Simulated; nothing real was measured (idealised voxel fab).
Process module heading - voxel air gaps
In the cross-section labelled cut, the width is 295 nm and each square cell is 5 nm.
Square cells in a grid make up a cross-section in this document, and the grid is given as bands, listed from the top down, each one or more rows of cells.
A band entry consists of two parts. The first gives the height of the band's top and the height of its bottom, in nm. The rest lists the band's materials from left to right, each with its width in nm. A single material labelled with the word "throughout" fills the band from edge to edge, and the word "blank" marks empty space.
Heights are reckoned from 0. Under this level, the received wafer is all of one material. The bottommost band is open-ended downward, for example "0 and below".
Width spec "30 to 40" -> top row of cells at first value, bottom row at second value, equal per-row change in between.
What does "all unchanged" mean for a step? It means no cell of the cross-section changed in that step.
So "Trapped cavities" is basically the list of trapped voids: any empty space of 8 cells or more that can't reach the top through an opening. They're written width x height at distance, the distance being from the left edge, and it's all nm.
On a step's line, text after the settings is the simulator commenting on that step.
You can add "overlay nm" to a step's line. For a step with a mask, it describes how far the mask lay to the right of its planned position, and a negative number describes a lay to the left.
### Steps planned for the process
1: RECEIVE | material Si
2: CONFORMAL_DEP | material SiO2 | thk nm 15
3: CONFORMAL_DEP | material SiCN | thk nm 5
4: DIRECTIONAL_DEP | material SiO2 | thk nm 40
5: PATTERN | tone open | mask id LINES | material resist | width nm 20 | pitch nm 45 | thk nm 15 | overlay nm 0
6: DIRECTIONAL_ETCH | etch materials SiO2 | depth nm 40
7: STRIP | etch materials resist
8: CONFORMAL_DEP | material TiN | thk nm 5
9: FILL_DEP | material Ru | thk nm 10
10: CMP | height nm 60
11: EPI | material Ru | thk nm 10
12: SELECTIVE_ETCH | etch materials SiO2 | depth nm 50
13: CONFORMAL_DEP | material SiCN | thk nm 5
### Cross-section of the incoming wafer, state after step 1
* 0 and below: Si throughout
* Trapped cavities: none
### First of two wafers, end-of-module section, run followed plan
* 75 down to 70: 55 of blank, then 185 of SiCN, then 55 of blank
* 70 down to 60: 55 of blank, then 5 of SiCN, then 40 of Ru, then 5 of SiCN, then 40 of Ru, then 5 of SiCN, then 40 of Ru, then 5 of SiCN, then 40 of Ru, then 5 of SiCN, then 55 of blank
* 60 down to 55: 55 of blank, then 15 of SiCN, then 5 of TiN, then 10 of Ru, then 5 of TiN, then 25 of SiCN, then 5 of TiN, then 10 of Ru, then 5 of TiN, then 25 of SiCN, then 5 of TiN, then 10 of Ru, then 5 of TiN, then 25 of SiCN, then 5 of TiN, then 10 of Ru, then 5 of TiN, then 15 of SiCN, then 55 of blank
* 55 down to 25: 65 of blank, then 5 of SiCN, then 5 of TiN, then 10 of Ru, then 5 of TiN, then 5 of SiCN, then 15 of blank, then 5 of SiCN, then 5 of TiN, then 10 of Ru, then 5 of TiN, then 5 of SiCN, then 15 of blank, then 5 of SiCN, then 5 of TiN, then 10 of Ru, then 5 of TiN, then 5 of SiCN, then 15 of blank, then 5 of SiCN, then 5 of TiN, then 10 of Ru, then 5 of TiN, then 5 of SiCN, then 65 of blank
* 25 down to 20: 70 of SiCN, then 20 of TiN, then 25 of SiCN, then 20 of TiN, then 25 of SiCN, then 20 of TiN, then 25 of SiCN, then 20 of TiN, then 70 of SiCN
* 20 down to 15: SiCN throughout
* 15 down to 0: SiO2 throughout
* 0 and below: Si throughout
* Trapped cavities: 15 x 30 at 95; 15 x 30 at 140; 15 x 30 at 185
### This cross-section belongs to the second wafer of two at the end of the module; the start and the plan were shared with the first, and the run included one mistake
* 75 down to 70: 55 of blank, then 185 of SiCN, then 55 of blank
* 70 down to 60: 55 of blank, then 5 of SiCN, then 40 of Ru, then 5 of SiCN, then 40 of Ru, then 5 of SiCN, then 40 of Ru, then 5 of SiCN, then 40 of Ru, then 5 of SiCN, then 55 of blank
* 60 down to 25: 55 of blank, then 5 of SiCN, then 10 of Ru, then 5 of TiN, then 10 of Ru, then 5 of TiN, then 10 of Ru, then 5 of SiCN, then 10 of Ru, then 5 of TiN, then 10 of Ru, then 5 of TiN, then 10 of Ru, then 5 of SiCN, then 10 of Ru, then 5 of TiN, then 10 of Ru, then 5 of TiN, then 10 of Ru, then 5 of SiCN, then 10 of Ru, then 5 of TiN, then 10 of Ru, then 5 of TiN, then 10 of Ru, then 5 of SiCN, then 55 of blank
* 25 down to 20: 60 of SiCN, then 10 of Ru, then 20 of TiN, then 10 of Ru, then 5 of SiCN, then 10 of Ru, then 20 of TiN, then 10 of Ru, then 5 of SiCN, then 10 of Ru, then 20 of TiN, then 10 of Ru, then 5 of SiCN, then 10 of Ru, then 20 of TiN, then 10 of Ru, then 60 of SiCN
* 20 down to 15: SiCN throughout
* 15 down to 0: SiO2 throughout
* 0 and below: Si throughout
* Trapped cavities: none
Heads up, the wafer didn't run the way we planned it: steps 11 and 12: order swapped relative to plan
Count the cells at the end and the second wafer has more or fewer of some materials than the first: Ru +128, SiCN -50
Heads up: the first wafer ends with 3 closed voids, the second with 0.
